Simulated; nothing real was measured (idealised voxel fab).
Process module in this document: voxel double patterning
Cross-section cut spans 190 nm and uses square cells 5 nm in size.
Cross-section layout: square cells on a grid; listed as bands, top to bottom; a band spans one or more cell rows. The band entry comprises the height of the band's top followed by the height of its bottom, expressed in nm, and subsequently the band's materials from left to right, each stated together with its width in nm. Where a single material is marked with the word "everywhere", that material fills the band from edge to edge. The word "air" represents empty space. Heights are measured from 0, the level below which the as-received wafer is all one material; the lowest band has no bottom and continues downward, written as in "0 and below". Note: "30..40" means the width goes from the first number (top row of the band) to the second number (bottom row) in equal steps per row of cells. When a step is marked "no modification", none of the cells in the cross-section changed during that step. The entry titled "Enclosed void listing" provides the empty spaces that have no open way to the top, restricted to those of 8 cells or more. Each is presented as width x height at distance, the distance being measured from the left edge, with all three in nm. Formally, on a step line, whatever follows the settings is a remark that the simulator itself makes on the step. overlay nm: on a step with a mask, how far right of its planned place the mask lay; negative means left. Reading key. Pairs: pre-step and post-step cross-section, one process step apart; post-step view only to lowest changed band. Step between + settings: beneath pair. Runs: pairs may be from different runs of this module, same starting wafer. Continuation from pair above: only where "State before" entry says.

State before:
> 20 down to 15 = 60 nm air  15 nm SiN  35 nm air  15 nm SiN  65 nm air
> 15 down to 5 = W everywhere
> 5 down to 0 = SiO2 everywhere
> 0 and below = Si everywhere
> Enclosed void listing: none

Resulting Cross-Section:
> 20 down to 15 = 60 nm air  15 nm SiN  35 nm air  15 nm SiN  65 nm air
> 15 down to 5 = 60 nm air  15 nm W  35 nm air  15 nm W  65 nm air
> No changes below 5.
> Enclosed void listing: none
Step, pre vs post cross-sections above: op DIRECTIONAL_ETCH | etch materials W | depth nm 10

State before: no separate figure, the pair right above already shows it after its step.

Resulting Cross-Section:
> 15 down to 5 = 60 nm air  15 nm W  35 nm air  15 nm W  65 nm air
> No changes below 5.
> Enclosed void listing: none
Step, pre vs post cross-sections above: op STRIP | etch materials SiN
